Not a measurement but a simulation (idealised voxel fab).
process module | voxel gate over fins
cross-section cut | 270 nm wide | cells 5 nm
A cross-section is a grid of square cells, given in bands from the top down. A band is one or more rows of cells.
Each band's line starts with the height of the band's top and of its bottom, in nm. Then come its materials from left to right, each with its width in nm. One material with "throughout" fills the band from edge to edge. "air" is empty space.
Height 0 is the level under which the wafer as received is all one material. The lowest band goes on downwards, as in "0 down".
A width such as "30 to 40" changes by the same amount from each row of cells to the next, from the band's top row to its bottom row.
"no change" after a step means that no cell of the cross-section changed.
closed voids: empty space of 8 cells or more with no open way to the top, each as width x height at its distance from the left edge, in nm
after a step's settings: what the simulator itself notes on the step
overlay nm, on a step with a mask: how far to the right of its planned place the mask lay; to the left if negative
plan
1 op RECEIVE | material Si
2 op CONFORMAL_DEP | material SiN | thk nm 5
3 op MASKED_ETCH | tone cover | mask id FINS | width nm 15 | pitch nm 55 | etch materials SiN | depth nm 5 | overlay nm 0
4 op MASKED_ETCH | tone cover | mask id FINS | width nm 15 | pitch nm 55 | etch materials Si | depth nm 30 | overlay nm 0
5 op FILL_DEP | material SiO2 | thk nm 15
6 op CMP | height nm 5
7 op DIRECTIONAL_DEP | material aC | thk nm 15
8 op PATTERN | tone open | mask id RAIL | material resist | width nm 15 | thk nm 35 | overlay nm 0
9 op DIRECTIONAL_ETCH | etch materials aC | depth nm 15
10 op STRIP | etch materials resist
11 op DIRECTIONAL_ETCH | etch materials SiO2 | depth nm 30
12 op STRIP | etch materials aC
13 op CONFORMAL_DEP | material TiN | thk nm 5
14 op FILL_DEP | material Ru | thk nm 5
15 op CMP | height nm 5
16 op SELECTIVE_ETCH | etch materials W Ru TiN | depth nm 25
17 op FILL_DEP | material SiO2 | thk nm 5
18 op CMP | height nm 5
19 op SELECTIVE_ETCH | etch materials SiO2 | depth nm 20
20 op STRIP | etch materials SiN
21 op CONFORMAL_DEP | material HfO2 | thk nm 5
22 op CONFORMAL_DEP | material TiN | thk nm 5
23 op FILL_DEP | material W | thk nm 10
24 op CMP | height nm 15
25 op CONFORMAL_DEP | material SiN | thk nm 10
first wafer, as planned
as received, after step 1
  0 down: Si throughout
  closed voids: none
after step 2
  5 to 0: SiN throughout
  below 0: unchanged
after step 3
  5 to 0: air 100 | SiN 15 | air 40 | SiN 15 | air 100
  below 0: unchanged
after step 4
  5 to 0: air 100 | SiN 15 | air 40 | SiN 15 | air 100
  0 to -30: air 100 | Si 15 | air 40 | Si 15 | air 100
  below -30: unchanged
after step 5
  20 to 5: SiO2 throughout
  5 to 0: SiO2 100 | SiN 15 | SiO2 40 | SiN 15 | SiO2 100
  0 to -30: SiO2 100 | Si 15 | SiO2 40 | Si 15 | SiO2 100
  below -30: unchanged
after step 6
  5 to 0: SiO2 100 | SiN 15 | SiO2 40 | SiN 15 | SiO2 100
  below 0: unchanged
after step 7
  20 to 5: aC throughout
  below 5: unchanged
after step 8
  55 to 20: resist 125 | air 15 | resist 130
  below 20: unchanged
after step 9
  40 to 20: resist 125 | air 15 | resist 130
  20 to 5: aC 125 | air 15 | aC 130
  below 5: unchanged
after step 10
  20 to 5: aC 125 | air 15 | aC 130
  below 5: unchanged
after step 11
  20 to 5: aC 125 | air 15 | aC 130
  5 to 0: SiO2 100 | SiN 15 | SiO2 10 | air 15 | SiO2 15 | SiN 15 | SiO2 100
  0 to -25: SiO2 100 | Si 15 | SiO2 10 | air 15 | SiO2 15 | Si 15 | SiO2 100
  below -25: unchanged
after step 12
  5 to 0: SiO2 100 | SiN 15 | SiO2 10 | air 15 | SiO2 15 | SiN 15 | SiO2 100
  below 0: unchanged
after step 13
  10 to 5: TiN 130 | air 5 | TiN 135
  5 to 0: SiO2 100 | SiN 15 | SiO2 10 | TiN 5 | air 5 | TiN 5 | SiO2 15 | SiN 15 | SiO2 100
  0 to -20: SiO2 100 | Si 15 | SiO2 10 | TiN 5 | air 5 | TiN 5 | SiO2 15 | Si 15 | SiO2 100
  -20 to -25: SiO2 100 | Si 15 | SiO2 10 | TiN 15 | SiO2 15 | Si 15 | SiO2 100
  below -25: unchanged
after step 14
  15 to 10: Ru throughout
  10 to 5: TiN 130 | Ru 5 | TiN 135
  5 to 0: SiO2 100 | SiN 15 | SiO2 10 | TiN 5 | Ru 5 | TiN 5 | SiO2 15 | SiN 15 | SiO2 100
  0 to -20: SiO2 100 | Si 15 | SiO2 10 | TiN 5 | Ru 5 | TiN 5 | SiO2 15 | Si 15 | SiO2 100
  below -20: unchanged
after step 15
  5 to 0: SiO2 100 | SiN 15 | SiO2 10 | TiN 5 | Ru 5 | TiN 5 | SiO2 15 | SiN 15 | SiO2 100
  below 0: unchanged
after step 16
  5 to 0: SiO2 100 | SiN 15 | SiO2 10 | air 15 | SiO2 15 | SiN 15 | SiO2 100
  0 to -20: SiO2 100 | Si 15 | SiO2 10 | air 15 | SiO2 15 | Si 15 | SiO2 100
  below -20: unchanged
after step 17
  10 to 5: SiO2 throughout
  5 to 0: SiO2 100 | SiN 15 | SiO2 40 | SiN 15 | SiO2 100
  0 to -20: SiO2 100 | Si 15 | SiO2 40 | Si 15 | SiO2 100
  below -20: unchanged
after step 18
  5 to 0: SiO2 100 | SiN 15 | SiO2 40 | SiN 15 | SiO2 100
  below 0: unchanged
after step 19
  5 to 0: air 100 | SiN 15 | air 40 | SiN 15 | air 100
  0 to -15: air 100 | Si 15 | air 40 | Si 15 | air 100
  below -15: unchanged
after step 20
  0 to -15: air 100 | Si 15 | air 40 | Si 15 | air 100
  below -15: unchanged
after step 21
  5 to 0: air 95 | HfO2 25 | air 30 | HfO2 25 | air 95
  0 to -10: air 95 | HfO2 5 | Si 15 | HfO2 5 | air 30 | HfO2 5 | Si 15 | HfO2 5 | air 95
  -10 to -15: HfO2 100 | Si 15 | HfO2 40 | Si 15 | HfO2 100
  below -15: unchanged
after step 22
  10 to 5: air 90 | TiN 35 | air 20 | TiN 35 | air 90
  5 to 0: air 90 | TiN 5 | HfO2 25 | TiN 5 | air 20 | TiN 5 | HfO2 25 | TiN 5 | air 90
  0 to -5: air 90 | TiN 5 | HfO2 5 | Si 15 | HfO2 5 | TiN 5 | air 20 | TiN 5 | HfO2 5 | Si 15 | HfO2 5 | TiN 5 | air 90
  -5 to -10: TiN 95 | HfO2 5 | Si 15 | HfO2 5 | TiN 30 | HfO2 5 | Si 15 | HfO2 5 | TiN 95
  below -10: unchanged
after step 23
  20 to 10: W throughout
  10 to 5: W 90 | TiN 35 | W 20 | TiN 35 | W 90
  5 to 0: W 90 | TiN 5 | HfO2 25 | TiN 5 | W 20 | TiN 5 | HfO2 25 | TiN 5 | W 90
  0 to -5: W 90 | TiN 5 | HfO2 5 | Si 15 | HfO2 5 | TiN 5 | W 20 | TiN 5 | HfO2 5 | Si 15 | HfO2 5 | TiN 5 | W 90
  below -5: unchanged
after step 24
  15 to 10: W throughout
  below 10: unchanged
after step 25
  25 to 15: SiN throughout
  below 15: unchanged
second wafer: like start, like plan, one mistake. Through step 16 it matches the first wafer
when step 17 should have ended
  10 to 5: W throughout
  5 to 0: SiO2 100 | SiN 15 | SiO2 10 | W 15 | SiO2 15 | SiN 15 | SiO2 100
  0 to -20: SiO2 100 | Si 15 | SiO2 10 | W 15 | SiO2 15 | Si 15 | SiO2 100
  below -20: unchanged
when step 18 should have ended
  5 to 0: SiO2 100 | SiN 15 | SiO2 10 | W 15 | SiO2 15 | SiN 15 | SiO2 100
  below 0: unchanged
when step 19 should have ended
  5 to 0: air 100 | SiN 15 | air 10 | W 15 | air 15 | SiN 15 | air 100
  0 to -15: air 100 | Si 15 | air 10 | W 15 | air 15 | Si 15 | air 100
  below -15: unchanged
when step 20 should have ended
  5 to 0: air 125 | W 15 | air 130
  below 0: unchanged
when step 21 should have ended
  10 to 5: air 120 | HfO2 25 | air 125
  5 to 0: air 95 | HfO2 30 | W 15 | HfO2 5 | air 5 | HfO2 25 | air 95
  0 to -10: air 95 | HfO2 5 | Si 15 | HfO2 10 | W 15 | HfO2 5 | air 5 | HfO2 5 | Si 15 | HfO2 5 | air 95
  -10 to -15: HfO2 100 | Si 15 | HfO2 10 | W 15 | HfO2 15 | Si 15 | HfO2 100
  below -15: unchanged
when step 22 should have ended
  15 to 10: air 115 | TiN 35 | air 120
  10 to 5: air 90 | TiN 30 | HfO2 25 | TiN 35 | air 90
  5 to 0: air 90 | TiN 5 | HfO2 30 | W 15 | HfO2 5 | TiN 5 | HfO2 25 | TiN 5 | air 90
  0 to -5: air 90 | TiN 5 | HfO2 5 | Si 15 | HfO2 10 | W 15 | HfO2 5 | TiN 5 | HfO2 5 | Si 15 | HfO2 5 | TiN 5 | air 90
  -5 to -10: TiN 95 | HfO2 5 | Si 15 | HfO2 10 | W 15 | HfO2 5 | TiN 5 | HfO2 5 | Si 15 | HfO2 5 | TiN 95
  below -10: unchanged
when step 23 should have ended
  25 to 15: W throughout
  15 to 10: W 115 | TiN 35 | W 120
  10 to 5: W 90 | TiN 30 | HfO2 25 | TiN 35 | W 90
  5 to 0: W 90 | TiN 5 | HfO2 30 | W 15 | HfO2 5 | TiN 5 | HfO2 25 | TiN 5 | W 90
  0 to -5: W 90 | TiN 5 | HfO2 5 | Si 15 | HfO2 10 | W 15 | HfO2 5 | TiN 5 | HfO2 5 | Si 15 | HfO2 5 | TiN 5 | W 90
  below -5: unchanged
when step 24 should have ended
  15 to 10: W 115 | TiN 35 | W 120
  below 10: unchanged
when step 25 should have ended
  25 to 15: SiN throughout
  below 15: unchanged
what went wrong: step 17 ran as: op FILL_DEP | material W | thk nm 5
at the end the second wafer has, in cells: 8 more of HfO2 | 3 fewer of SiO2 | 1 fewer of TiN | 4 fewer of W
